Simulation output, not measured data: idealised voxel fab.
This section sets out a process module, namely voxel transistor to metal.
cross-section cut | 165 nm wide | cells 5 nm
A cross-section is written here as square cells arranged in a grid, and it is given in bands from the top down, each band taking up one or more rows of cells.
For a band, the entry starts with two heights in nm, that of the top and then that of the bottom, and carries on with the band's materials in order from left to right, each alongside its width in nm; the word "full width" beside a single material means it fills the band edge to edge, and "empty" means empty space.
Note: height 0 marks the level under which the wafer is uniformly one material as received. Lowest band unbounded below, written "0..down".
A two-number width, for instance "30->40", indicates that the width is equal to the first number in the top row of the band and to the second number in the bottom row, and that it changes by a constant amount per row of cells.
Given "identical to before" for a step, no cell of the cross-section differs between before and after that step.
"Sealed void listing" specifies each empty space that is not open to the top and that occupies no fewer than 8 cells, using the form width x height at distance, the distance measured from the left edge and all three quantities in nm.
Note: text after step settings on the step line = simulator remark on that step.
overlay nm: mask offset rightward from planned place, masked step; negative means leftward offset.

Planned step list for the process:
1 RECEIVE, material Si
2 CONFORMAL_DEP, material SiO2, thk nm 5
3 CONFORMAL_DEP, material SiN, thk nm 10
4 DIRECTIONAL_DEP, material aC, thk nm 15
5 PATTERN, tone cover, mask id ACTIVE, material resist, width nm 95, thk nm 30, overlay nm 0
6 DIRECTIONAL_ETCH, etch materials aC, depth nm 15
7 STRIP, etch materials resist
8 DIRECTIONAL_ETCH, etch materials SiN, depth nm 10
9 DIRECTIONAL_ETCH, etch materials SiO2, depth nm 5
10 DIRECTIONAL_ETCH, etch materials Si, depth nm 20
11 STRIP, etch materials aC
12 OXIDIZE, depth nm 5
13 FILL_DEP, material SiO2, thk nm 15
14 CMP, height nm 15
15 SELECTIVE_ETCH, etch materials SiO2, depth nm 5
16 STRIP, etch materials SiN
17 SELECTIVE_ETCH, etch materials SiO2, depth nm 5
18 OXIDIZE, depth nm 5
19 DIRECTIONAL_DEP, material polySi, thk nm 20
20 DIRECTIONAL_DEP, material SiCN, thk nm 15
21 PATTERN, tone cover, mask id GATE, material resist, width nm 15, thk nm 20, overlay nm 0
22 DIRECTIONAL_ETCH, etch materials SiCN, depth nm 25
23 DIRECTIONAL_ETCH, etch materials polySi, depth nm 30
24 STRIP, etch materials resist
25 CONFORMAL_DEP, material SiN, thk nm 5
26 DIRECTIONAL_ETCH, etch materials SiN, depth nm 5
27 DIRECTIONAL_ETCH, etch materials SiO2, depth nm 5
28 EPI, material SiGe, thk nm 5
29 FILL_DEP, material SiO2, thk nm 10
30 CMP, height nm 35
31 DIRECTIONAL_DEP, material SiO2, thk nm 10
32 PATTERN, tone open, mask id CONTACT, material resist, width nm 20, pitch nm 65, thk nm 15, overlay nm 0
33 DIRECTIONAL_ETCH, etch materials SiO2, depth nm 45
34 STRIP, etch materials resist
35 CONFORMAL_DEP, material TiN, thk nm 5
36 FILL_DEP, material Ru, thk nm 5
37 CMP, height nm 45
38 DIRECTIONAL_DEP, material TiN, thk nm 5
39 DIRECTIONAL_DEP, material Ru, thk nm 20
40 MASKED_ETCH, tone cover, mask id METAL_1, width nm 20, pitch nm 65, etch materials Ru, depth nm 20, overlay nm 0
41 MASKED_ETCH, tone cover, mask id METAL_1, width nm 20, pitch nm 65, etch materials TiN, depth nm 5, overlay nm 0
42 FILL_DEP, material SiO2, thk nm 10
43 CMP, height nm 70
44 CONFORMAL_DEP, material SiN, thk nm 5

So, the first of our two wafers, run just as we planned it:

Cross-section of the wafer as it came to us, i.e., already through step 1:
  0..down | Si full width
  Sealed void listing: none

The following cross-section depicts the wafer upon completion of step 2:
  5..0 | SiO2 full width
  Below 0 it's all the same as before, nothing changed down there.

The following cross-section depicts the wafer upon completion of step 3:
  15..5 | SiN full width
  Below 5 it's all the same as before, nothing changed down there.

The following cross-section depicts the wafer upon completion of step 4:
  30..15 | aC full width
  Below 15 it's all the same as before, nothing changed down there.

The following cross-section depicts the wafer upon completion of step 5:
  60..30 | empty 35 | resist 95 | empty 35
  Below 30 it's all the same as before, nothing changed down there.

The following cross-section depicts the wafer upon completion of step 6:
  45..30 | empty 35 | resist 95 | empty 35
  30..15 | empty 35 | aC 95 | empty 35
  Below 15 it's all the same as before, nothing changed down there.

The following cross-section depicts the wafer upon completion of step 7:
  30..15 | empty 35 | aC 95 | empty 35
  Below 15 it's all the same as before, nothing changed down there.

The following cross-section depicts the wafer upon completion of step 8:
  30..15 | empty 35 | aC 95 | empty 35
  15..5 | empty 35 | SiN 95 | empty 35
  Below 5 it's all the same as before, nothing changed down there.

The following cross-section depicts the wafer upon completion of step 9:
  30..15 | empty 35 | aC 95 | empty 35
  15..5 | empty 35 | SiN 95 | empty 35
  5..0 | empty 35 | SiO2 95 | empty 35
  Below 0 it's all the same as before, nothing changed down there.

The following cross-section depicts the wafer upon completion of step 10:
  30..15 | empty 35 | aC 95 | empty 35
  15..5 | empty 35 | SiN 95 | empty 35
  5..0 | empty 35 | SiO2 95 | empty 35
  0..-20 | empty 35 | Si 95 | empty 35
  Below -20 it's all the same as before, nothing changed down there.

The following cross-section depicts the wafer upon completion of step 11:
  15..5 | empty 35 | SiN 95 | empty 35
  Below 5 it's all the same as before, nothing changed down there.

The following cross-section depicts the wafer upon completion of step 12:
  15..5 | empty 35 | SiN 95 | empty 35
  5..0 | empty 35 | SiO2 95 | empty 35
  0..-20 | empty 35 | SiO2 5 | Si 85 | SiO2 5 | empty 35
  -20..-25 | SiO2 40 | Si 85 | SiO2 40
  Below -25 it's all the same as before, nothing changed down there.

The following cross-section depicts the wafer upon completion of step 13:
  30..15 | SiO2 full width
  15..5 | SiO2 35 | SiN 95 | SiO2 35
  5..0 | SiO2 full width
  0..-25 | SiO2 40 | Si 85 | SiO2 40
  Below -25 it's all the same as before, nothing changed down there.

The following cross-section depicts the wafer upon completion of step 14:
  15..5 | SiO2 35 | SiN 95 | SiO2 35
  Below 5 it's all the same as before, nothing changed down there.

The following cross-section depicts the wafer upon completion of step 15:
  15..10 | empty 35 | SiN 95 | empty 35
  Below 10 it's all the same as before, nothing changed down there.

The following cross-section depicts the wafer upon completion of step 16:
  10..5 | SiO2 35 | empty 95 | SiO2 35
  Below 5 it's all the same as before, nothing changed down there.

The following cross-section depicts the wafer upon completion of step 17:
  5..0 | SiO2 30 | empty 105 | SiO2 30
  Below 0 it's all the same as before, nothing changed down there.

The following cross-section depicts the wafer upon completion of step 18:
  5..0 | SiO2 30 | empty 105 | SiO2 30
  0..-5 | SiO2 full width
  Below -5 it's all the same as before, nothing changed down there.

The following cross-section depicts the wafer upon completion of step 19:
  25..20 | polySi 30 | empty 105 | polySi 30
  20..5 | polySi full width
  5..0 | SiO2 30 | polySi 105 | SiO2 30
  Below 0 it's all the same as before, nothing changed down there.

The following cross-section depicts the wafer upon completion of step 20:
  40..35 | SiCN 30 | empty 105 | SiCN 30
  35..25 | SiCN full width
  25..20 | polySi 30 | SiCN 105 | polySi 30
  Below 20 it's all the same as before, nothing changed down there.

The following cross-section depicts the wafer upon completion of step 21:
  60..40 | empty 75 | resist 15 | empty 75
  40..35 | SiCN 30 | empty 45 | resist 15 | empty 45 | SiCN 30
  Below 35 it's all the same as before, nothing changed down there.

The following cross-section depicts the wafer upon completion of step 22:
  60..35 | empty 75 | resist 15 | empty 75
  35..25 | empty 75 | SiCN 15 | empty 75
  25..20 | polySi 30 | empty 45 | SiCN 15 | empty 45 | polySi 30
  Below 20 it's all the same as before, nothing changed down there.

The following cross-section depicts the wafer upon completion of step 23:
  60..35 | empty 75 | resist 15 | empty 75
  35..20 | empty 75 | SiCN 15 | empty 75
  20..5 | empty 75 | polySi 15 | empty 75
  5..0 | SiO2 30 | empty 45 | polySi 15 | empty 45 | SiO2 30
  Below 0 it's all the same as before, nothing changed down there.

The following cross-section depicts the wafer upon completion of step 24:
  35..20 | empty 75 | SiCN 15 | empty 75
  Below 20 it's all the same as before, nothing changed down there.

The following cross-section depicts the wafer upon completion of step 25:
  40..35 | empty 70 | SiN 25 | empty 70
  35..20 | empty 70 | SiN 5 | SiCN 15 | SiN 5 | empty 70
  20..10 | empty 70 | SiN 5 | polySi 15 | SiN 5 | empty 70
  10..5 | SiN 35 | empty 35 | SiN 5 | polySi 15 | SiN 5 | empty 35 | SiN 35
  5..0 | SiO2 30 | SiN 45 | polySi 15 | SiN 45 | SiO2 30
  Below 0 it's all the same as before, nothing changed down there.

The following cross-section depicts the wafer upon completion of step 26:
  35..20 | empty 70 | SiN 5 | SiCN 15 | SiN 5 | empty 70
  20..5 | empty 70 | SiN 5 | polySi 15 | SiN 5 | empty 70
  5..0 | SiO2 30 | SiN 5 | empty 35 | SiN 5 | polySi 15 | SiN 5 | empty 35 | SiN 5 | SiO2 30
  Below 0 it's all the same as before, nothing changed down there.

The following cross-section depicts the wafer upon completion of step 27:
  35..20 | empty 70 | SiN 5 | SiCN 15 | SiN 5 | empty 70
  20..5 | empty 70 | SiN 5 | polySi 15 | SiN 5 | empty 70
  5..0 | empty 30 | SiN 5 | empty 35 | SiN 5 | polySi 15 | SiN 5 | empty 35 | SiN 5 | empty 30
  0..-5 | SiO2 35 | empty 35 | SiO2 25 | empty 35 | SiO2 35
  Below -5 it's all the same as before, nothing changed down there.

The following cross-section depicts the wafer upon completion of step 28:
  35..20 | empty 70 | SiN 5 | SiCN 15 | SiN 5 | empty 70
  20..5 | empty 70 | SiN 5 | polySi 15 | SiN 5 | empty 70
  5..0 | empty 30 | SiN 5 | empty 35 | SiN 5 | polySi 15 | SiN 5 | empty 35 | SiN 5 | empty 30
  0..-5 | SiO2 35 | SiGe 35 | SiO2 25 | SiGe 35 | SiO2 35
  Below -5 it's all the same as before, nothing changed down there.

The following cross-section depicts the wafer upon completion of step 29:
  45..35 | SiO2 full width
  35..20 | SiO2 70 | SiN 5 | SiCN 15 | SiN 5 | SiO2 70
  20..5 | SiO2 70 | SiN 5 | polySi 15 | SiN 5 | SiO2 70
  5..0 | SiO2 30 | SiN 5 | SiO2 35 | SiN 5 | polySi 15 | SiN 5 | SiO2 35 | SiN 5 | SiO2 30
  Below 0 it's all the same as before, nothing changed down there.

The following cross-section depicts the wafer upon completion of step 30:
  35..20 | SiO2 70 | SiN 5 | SiCN 15 | SiN 5 | SiO2 70
  Below 20 it's all the same as before, nothing changed down there.

The following cross-section depicts the wafer upon completion of step 31:
  45..35 | SiO2 full width
  Below 35 it's all the same as before, nothing changed down there.

The following cross-section depicts the wafer upon completion of step 32:
  60..45 | resist 40 | empty 20 | resist 45 | empty 20 | resist 40
  Below 45 it's all the same as before, nothing changed down there.

The following cross-section depicts the wafer upon completion of step 33:
  60..45 | resist 40 | empty 20 | resist 45 | empty 20 | resist 40
  45..35 | SiO2 40 | empty 20 | SiO2 45 | empty 20 | SiO2 40
  35..20 | SiO2 40 | empty 20 | SiO2 10 | SiN 5 | SiCN 15 | SiN 5 | SiO2 10 | empty 20 | SiO2 40
  20..5 | SiO2 40 | empty 20 | SiO2 10 | SiN 5 | polySi 15 | SiN 5 | SiO2 10 | empty 20 | SiO2 40
  5..0 | SiO2 30 | SiN 5 | SiO2 5 | empty 20 | SiO2 10 | SiN 5 | polySi 15 | SiN 5 | SiO2 10 | empty 20 | SiO2 5 | SiN 5 | SiO2 30
  Below 0 it's all the same as before, nothing changed down there.

The following cross-section depicts the wafer upon completion of step 34:
  45..35 | SiO2 40 | empty 20 | SiO2 45 | empty 20 | SiO2 40
  Below 35 it's all the same as before, nothing changed down there.

The following cross-section depicts the wafer upon completion of step 35:
  50..45 | TiN 45 | empty 10 | TiN 55 | empty 10 | TiN 45
  45..35 | SiO2 40 | TiN 5 | empty 10 | TiN 5 | SiO2 45 | TiN 5 | empty 10 | TiN 5 | SiO2 40
  35..20 | SiO2 40 | TiN 5 | empty 10 | TiN 5 | SiO2 10 | SiN 5 | SiCN 15 | SiN 5 | SiO2 10 | TiN 5 | empty 10 | TiN 5 | SiO2 40
  20..5 | SiO2 40 | TiN 5 | empty 10 | TiN 5 | SiO2 10 | SiN 5 | polySi 15 | SiN 5 | SiO2 10 | TiN 5 | empty 10 | TiN 5 | SiO2 40
  5..0 | SiO2 30 | SiN 5 | SiO2 5 | TiN 20 | SiO2 10 | SiN 5 | polySi 15 | SiN 5 | SiO2 10 | TiN 20 | SiO2 5 | SiN 5 | SiO2 30
  Below 0 it's all the same as before, nothing changed down there.

The following cross-section depicts the wafer upon completion of step 36:
  55..50 | Ru full width
  50..45 | TiN 45 | Ru 10 | TiN 55 | Ru 10 | TiN 45
  45..35 | SiO2 40 | TiN 5 | Ru 10 | TiN 5 | SiO2 45 | TiN 5 | Ru 10 | TiN 5 | SiO2 40
  35..20 | SiO2 40 | TiN 5 | Ru 10 | TiN 5 | SiO2 10 | SiN 5 | SiCN 15 | SiN 5 | SiO2 10 | TiN 5 | Ru 10 | TiN 5 | SiO2 40
  20..5 | SiO2 40 | TiN 5 | Ru 10 | TiN 5 | SiO2 10 | SiN 5 | polySi 15 | SiN 5 | SiO2 10 | TiN 5 | Ru 10 | TiN 5 | SiO2 40
  Below 5 it's all the same as before, nothing changed down there.

The following cross-section depicts the wafer upon completion of step 37:
  45..35 | SiO2 40 | TiN 5 | Ru 10 | TiN 5 | SiO2 45 | TiN 5 | Ru 10 | TiN 5 | SiO2 40
  Below 35 it's all the same as before, nothing changed down there.

The following cross-section depicts the wafer upon completion of step 38:
  50..45 | TiN full width
  Below 45 it's all the same as before, nothing changed down there.

The following cross-section depicts the wafer upon completion of step 39:
  70..50 | Ru full width
  Below 50 it's all the same as before, nothing changed down there.

The following cross-section depicts the wafer upon completion of step 40:
  70..50 | empty 40 | Ru 20 | empty 45 | Ru 20 | empty 40
  Below 50 it's all the same as before, nothing changed down there.

The following cross-section depicts the wafer upon completion of step 41:
  70..50 | empty 40 | Ru 20 | empty 45 | Ru 20 | empty 40
  50..45 | empty 40 | TiN 20 | empty 45 | TiN 20 | empty 40
  Below 45 it's all the same as before, nothing changed down there.

The following cross-section depicts the wafer upon completion of step 42:
  80..70 | SiO2 full width
  70..50 | SiO2 40 | Ru 20 | SiO2 45 | Ru 20 | SiO2 40
  50..45 | SiO2 40 | TiN 20 | SiO2 45 | TiN 20 | SiO2 40
  Below 45 it's all the same as before, nothing changed down there.

The following cross-section depicts the wafer upon completion of step 43:
  70..50 | SiO2 40 | Ru 20 | SiO2 45 | Ru 20 | SiO2 40
  Below 50 it's all the same as before, nothing changed down there.

The following cross-section depicts the wafer upon completion of step 44:
  75..70 | SiN full width
  Below 70 it's all the same as before, nothing changed down there.

Wafer two of the pair: same origin, same plan, one error during the run; identical to wafer one up to and including step 39:

Second wafer shown in cross-section at the time step 40 was slated to end:
  70..50 | empty 40 | Ru 25 | empty 40 | Ru 25 | empty 35
  Below 50 it's all the same as before, nothing changed down there.

Second wafer shown in cross-section at the time step 41 was slated to end:
  70..50 | empty 40 | Ru 25 | empty 40 | Ru 25 | empty 35
  50..45 | empty 40 | TiN 25 | empty 40 | TiN 25 | empty 35
  Below 45 it's all the same as before, nothing changed down there.

Second wafer shown in cross-section at the time step 42 was slated to end:
  80..70 | SiO2 full width
  70..50 | SiO2 40 | Ru 25 | SiO2 40 | Ru 25 | SiO2 35
  50..45 | SiO2 40 | TiN 25 | SiO2 40 | TiN 25 | SiO2 35
  Below 45 it's all the same as before, nothing changed down there.

Second wafer shown in cross-section at the time step 43 was slated to end:
  70..50 | SiO2 40 | Ru 25 | SiO2 40 | Ru 25 | SiO2 35
  Below 50 it's all the same as before, nothing changed down there.

Second wafer shown in cross-section at the time step 44 was slated to end:
  75..70 | SiN full width
  Below 70 it's all the same as before, nothing changed down there.
In executing the process, a mistake was made relative to the plan: step 40 did not use the planned setting and instead ran as MASKED_ETCH, tone cover, mask id METAL_1, width nm 25, pitch nm 65, etch materials Ru, depth nm 20, overlay nm 0
The second wafer ends with more or fewer cells of some materials than the first, per final count: Ru +8, SiO2 -10, TiN +2
